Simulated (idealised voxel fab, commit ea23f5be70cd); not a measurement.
Proc. module: voxel air gaps
The width of the displayed cross-section, cut, is 175 nm; its cells are square, with a size of 5 nm.
Each cross-section below is a grid of square cells, stated as bands in top-down order, with one or more rows of cells making up each band. Read a band's entry like this: the first values are the height of its top and the height of its bottom in nm, and what follows is the sequence of materials from left to right, each with its width in nm. Note that "empty" is empty space, and that a single material marked "everywhere" reaches across the band from edge to edge. The reference from which all heights are counted is 0, the level beneath which the as-received wafer is entirely one material; the lowest band, having no lower bound, proceeds downward and is written after the example "z 0 and below". The expression "30->40" gives the width at the extremes of the band, the first number at its top row of cells and the second at its bottom row, with the width changing by equal amounts from each row to the next in between. "nothing changed" means the step left every cell of the cross-section as it was. Voids not open to the top, 8 cells minimum: see "Enclosed void list". Written width x height at distance; distance is from the left edge; nm. Where a step's line continues beyond its settings, the continuation is a remark by the simulator itself on that step. On any step carrying a mask, the "overlay nm" setting, if present on the step's line, tells how far right of its planned place the mask lay; negative values point to the left.
THESE ARE THE STEPS WE PLANNED FOR THE PROCESS
| 1 | RECEIVE, material Si |
| 2 | CONFORMAL_DEP, material SiO2, thk nm 10 |
| 3 | CONFORMAL_DEP, material SiN, thk nm 5 |
| 4 | DIRECTIONAL_DEP, material SiO2, thk nm 35 |
| 5 | DIRECTIONAL_DEP, material aC, thk nm 15 |
| 6 | PATTERN, tone open, mask id LINES, material resist, width nm 25, pitch nm 50, thk nm 30, overlay nm 0 |
| 7 | DIRECTIONAL_ETCH, etch materials aC, depth nm 15 |
| 8 | STRIP, etch materials resist |
| 9 | DIRECTIONAL_ETCH, etch materials SiO2, depth nm 35 |
| 10 | STRIP, etch materials aC |
| 11 | CONFORMAL_DEP, material TiN, thk nm 5 |
| 12 | FILL_DEP, material Cu, thk nm 5 |
| 13 | CMP, height nm 50 |
| 14 | EPI, material Ru, thk nm 10 |
| 15 | SELECTIVE_ETCH, etch materials SiO2, depth nm 45 |
| 16 | CONFORMAL_DEP, material SiN, thk nm 5 |
WAFER, FIRST OF TWO, RUN AS PLANNED
AS RECEIVED, AFTER STEP 1
> z 0 and below = Si everywhere
> Enclosed void list: none
YOU'RE LOOKING AT A CROSS-SECTION OF THE WAFER AFTER STEP 2
> z 10 to 0 = SiO2 everywhere
> Below 0, the layers are the same as they were.
YOU'RE LOOKING AT A CROSS-SECTION OF THE WAFER AFTER STEP 3
> z 15 to 10 = SiN everywhere
> Below 10, the layers are the same as they were.
YOU'RE LOOKING AT A CROSS-SECTION OF THE WAFER AFTER STEP 4
> z 50 to 15 = SiO2 everywhere
> Below 15, the layers are the same as they were.
YOU'RE LOOKING AT A CROSS-SECTION OF THE WAFER AFTER STEP 5
> z 65 to 50 = aC everywhere
> Below 50, the layers are the same as they were.
YOU'RE LOOKING AT A CROSS-SECTION OF THE WAFER AFTER STEP 6
> z 95 to 65 = resist 25 | empty 25 | resist 25 | empty 25 | resist 25 | empty 25 | resist 25
> Below 65, the layers are the same as they were.
YOU'RE LOOKING AT A CROSS-SECTION OF THE WAFER AFTER STEP 7
> z 80 to 65 = resist 25 | empty 25 | resist 25 | empty 25 | resist 25 | empty 25 | resist 25
> z 65 to 50 = aC 25 | empty 25 | aC 25 | empty 25 | aC 25 | empty 25 | aC 25
> Below 50, the layers are the same as they were.
YOU'RE LOOKING AT A CROSS-SECTION OF THE WAFER AFTER STEP 8
> z 65 to 50 = aC 25 | empty 25 | aC 25 | empty 25 | aC 25 | empty 25 | aC 25
> Below 50, the layers are the same as they were.
YOU'RE LOOKING AT A CROSS-SECTION OF THE WAFER AFTER STEP 9
> z 65 to 50 = aC 25 | empty 25 | aC 25 | empty 25 | aC 25 | empty 25 | aC 25
> z 50 to 15 = SiO2 25 | empty 25 | SiO2 25 | empty 25 | SiO2 25 | empty 25 | SiO2 25
> Below 15, the layers are the same as they were.
YOU'RE LOOKING AT A CROSS-SECTION OF THE WAFER AFTER STEP 10
> z 50 to 15 = SiO2 25 | empty 25 | SiO2 25 | empty 25 | SiO2 25 | empty 25 | SiO2 25
> Below 15, the layers are the same as they were.
YOU'RE LOOKING AT A CROSS-SECTION OF THE WAFER AFTER STEP 11
> z 55 to 50 = TiN 30 | empty 15 | TiN 35 | empty 15 | TiN 35 | empty 15 | TiN 30
> z 50 to 20 = SiO2 25 | TiN 5 | empty 15 | TiN 5 | SiO2 25 | TiN 5 | empty 15 | TiN 5 | SiO2 25 | TiN 5 | empty 15 | TiN 5 | SiO2 25
> z 20 to 15 = SiO2 25 | TiN 25 | SiO2 25 | TiN 25 | SiO2 25 | TiN 25 | SiO2 25
> Below 15, the layers are the same as they were.
YOU'RE LOOKING AT A CROSS-SECTION OF THE WAFER AFTER STEP 12
> z 60 to 55 = Cu everywhere
> z 55 to 50 = TiN 30 | Cu 15 | TiN 35 | Cu 15 | TiN 35 | Cu 15 | TiN 30
> z 50 to 20 = SiO2 25 | TiN 5 | Cu 15 | TiN 5 | SiO2 25 | TiN 5 | Cu 15 | TiN 5 | SiO2 25 | TiN 5 | Cu 15 | TiN 5 | SiO2 25
> Below 20, the layers are the same as they were.
YOU'RE LOOKING AT A CROSS-SECTION OF THE WAFER AFTER STEP 13
> z 50 to 20 = SiO2 25 | TiN 5 | Cu 15 | TiN 5 | SiO2 25 | TiN 5 | Cu 15 | TiN 5 | SiO2 25 | TiN 5 | Cu 15 | TiN 5 | SiO2 25
> Below 20, the layers are the same as they were.
YOU'RE LOOKING AT A CROSS-SECTION OF THE WAFER AFTER STEP 14
> z 60 to 50 = empty 15 | Ru 45 | empty 5 | Ru 45 | empty 5 | Ru 45 | empty 15
> Below 50, the layers are the same as they were.
YOU'RE LOOKING AT A CROSS-SECTION OF THE WAFER AFTER STEP 15
> z 60 to 50 = empty 15 | Ru 45 | empty 5 | Ru 45 | empty 5 | Ru 45 | empty 15
> z 50 to 20 = empty 25 | TiN 5 | Cu 15 | TiN 5 | empty 25 | TiN 5 | Cu 15 | TiN 5 | empty 25 | TiN 5 | Cu 15 | TiN 5 | empty 25
> z 20 to 15 = empty 25 | TiN 25 | empty 25 | TiN 25 | empty 25 | TiN 25 | empty 25
> Below 15, the layers are the same as they were.
YOU'RE LOOKING AT A CROSS-SECTION OF THE WAFER AFTER STEP 16
> z 65 to 60 = empty 10 | SiN 155 | empty 10
> z 60 to 50 = empty 10 | SiN 5 | Ru 45 | SiN 5 | Ru 45 | SiN 5 | Ru 45 | SiN 5 | empty 10
> z 50 to 45 = empty 10 | SiN 15 | TiN 5 | Cu 15 | TiN 5 | SiN 25 | TiN 5 | Cu 15 | TiN 5 | SiN 25 | TiN 5 | Cu 15 | TiN 5 | SiN 15 | empty 10
> z 45 to 20 = empty 20 | SiN 5 | TiN 5 | Cu 15 | TiN 5 | SiN 5 | empty 15 | SiN 5 | TiN 5 | Cu 15 | TiN 5 | SiN 5 | empty 15 | SiN 5 | TiN 5 | Cu 15 | TiN 5 | SiN 5 | empty 20
> z 20 to 15 = SiN 25 | TiN 25 | SiN 25 | TiN 25 | SiN 25 | TiN 25 | SiN 25
> Below 15, the layers are the same as they were.
> Enclosed void list: 15 x 25 at 55; 15 x 25 at 105
WAFER TWO OF TWO - SAME STARTING POINT, SAME PROCESS PLAN, ONE MISTAKE IN EXECUTION; MATCHES WAFER ONE UP TO AND INCLUDING STEP 5
CROSS-SECTIONAL REPRESENTATION OF THE SECOND WAFER AT THE TIME DESIGNATED IN THE PLAN FOR THE COMPLETION OF STEP 6
> z 95 to 65 = resist 20 | empty 35 | resist 15 | empty 35 | resist 15 | empty 35 | resist 20
> Below 65, the layers are the same as they were.
CROSS-SECTIONAL REPRESENTATION OF THE SECOND WAFER AT THE TIME DESIGNATED IN THE PLAN FOR THE COMPLETION OF STEP 7
> z 80 to 65 = resist 20 | empty 35 | resist 15 | empty 35 | resist 15 | empty 35 | resist 20
> z 65 to 50 = aC 20 | empty 35 | aC 15 | empty 35 | aC 15 | empty 35 | aC 20
> Below 50, the layers are the same as they were.
CROSS-SECTIONAL REPRESENTATION OF THE SECOND WAFER AT THE TIME DESIGNATED IN THE PLAN FOR THE COMPLETION OF STEP 8
> z 65 to 50 = aC 20 | empty 35 | aC 15 | empty 35 | aC 15 | empty 35 | aC 20
> Below 50, the layers are the same as they were.
CROSS-SECTIONAL REPRESENTATION OF THE SECOND WAFER AT THE TIME DESIGNATED IN THE PLAN FOR THE COMPLETION OF STEP 9
> z 65 to 50 = aC 20 | empty 35 | aC 15 | empty 35 | aC 15 | empty 35 | aC 20
> z 50 to 15 = SiO2 20 | empty 35 | SiO2 15 | empty 35 | SiO2 15 | empty 35 | SiO2 20
> Below 15, the layers are the same as they were.
CROSS-SECTIONAL REPRESENTATION OF THE SECOND WAFER AT THE TIME DESIGNATED IN THE PLAN FOR THE COMPLETION OF STEP 10
> z 50 to 15 = SiO2 20 | empty 35 | SiO2 15 | empty 35 | SiO2 15 | empty 35 | SiO2 20
> Below 15, the layers are the same as they were.
CROSS-SECTIONAL REPRESENTATION OF THE SECOND WAFER AT THE TIME DESIGNATED IN THE PLAN FOR THE COMPLETION OF STEP 11
> z 55 to 50 = TiN 25 | empty 25 | TiN 25 | empty 25 | TiN 25 | empty 25 | TiN 25
> z 50 to 20 = SiO2 20 | TiN 5 | empty 25 | TiN 5 | SiO2 15 | TiN 5 | empty 25 | TiN 5 | SiO2 15 | TiN 5 | empty 25 | TiN 5 | SiO2 20
> z 20 to 15 = SiO2 20 | TiN 35 | SiO2 15 | TiN 35 | SiO2 15 | TiN 35 | SiO2 20
> Below 15, the layers are the same as they were.
CROSS-SECTIONAL REPRESENTATION OF THE SECOND WAFER AT THE TIME DESIGNATED IN THE PLAN FOR THE COMPLETION OF STEP 12
> z 60 to 55 = Cu everywhere
> z 55 to 50 = TiN 25 | Cu 25 | TiN 25 | Cu 25 | TiN 25 | Cu 25 | TiN 25
> z 50 to 20 = SiO2 20 | TiN 5 | Cu 25 | TiN 5 | SiO2 15 | TiN 5 | Cu 25 | TiN 5 | SiO2 15 | TiN 5 | Cu 25 | TiN 5 | SiO2 20
> Below 20, the layers are the same as they were.
CROSS-SECTIONAL REPRESENTATION OF THE SECOND WAFER AT THE TIME DESIGNATED IN THE PLAN FOR THE COMPLETION OF STEP 13
> z 50 to 20 = SiO2 20 | TiN 5 | Cu 25 | TiN 5 | SiO2 15 | TiN 5 | Cu 25 | TiN 5 | SiO2 15 | TiN 5 | Cu 25 | TiN 5 | SiO2 20
> Below 20, the layers are the same as they were.
CROSS-SECTIONAL REPRESENTATION OF THE SECOND WAFER AT THE TIME DESIGNATED IN THE PLAN FOR THE COMPLETION OF STEP 14
> z 60 to 50 = empty 10 | Ru 155 | empty 10
> Below 50, the layers are the same as they were.
CROSS-SECTIONAL REPRESENTATION OF THE SECOND WAFER AT THE TIME DESIGNATED IN THE PLAN FOR THE COMPLETION OF STEP 15
> z 60 to 50 = empty 10 | Ru 155 | empty 10
> z 50 to 20 = empty 20 | TiN 5 | Cu 25 | TiN 5 | SiO2 15 | TiN 5 | Cu 25 | TiN 5 | SiO2 15 | TiN 5 | Cu 25 | TiN 5 | empty 20
> z 20 to 15 = empty 20 | TiN 35 | SiO2 15 | TiN 35 | SiO2 15 | TiN 35 | empty 20
> Below 15, the layers are the same as they were.
CROSS-SECTIONAL REPRESENTATION OF THE SECOND WAFER AT THE TIME DESIGNATED IN THE PLAN FOR THE COMPLETION OF STEP 16
> z 65 to 60 = empty 5 | SiN 165 | empty 5
> z 60 to 50 = empty 5 | SiN 5 | Ru 155 | SiN 5 | empty 5
> z 50 to 45 = empty 5 | SiN 15 | TiN 5 | Cu 25 | TiN 5 | SiO2 15 | TiN 5 | Cu 25 | TiN 5 | SiO2 15 | TiN 5 | Cu 25 | TiN 5 | SiN 15 | empty 5
> z 45 to 20 = empty 15 | SiN 5 | TiN 5 | Cu 25 | TiN 5 | SiO2 15 | TiN 5 | Cu 25 | TiN 5 | SiO2 15 | TiN 5 | Cu 25 | TiN 5 | SiN 5 | empty 15
> z 20 to 15 = SiN 20 | TiN 35 | SiO2 15 | TiN 35 | SiO2 15 | TiN 35 | SiN 20
> Below 15, the layers are the same as they were.
Processing error: step 6 was processed under conditions differing from the plan, specifically as PATTERN, tone open, mask id LINES, material resist, width nm 35, pitch nm 50, thk nm 30, overlay nm 0
Wrapping up, a cell-based count of both wafers puts the second over or under the first for these materials: Cu: 36 more, Ru: 8 more, SiN: 44 fewer, SiO2: 42 more, TiN: 6 more
Final closed voids: first wafer 2, second wafer 0.
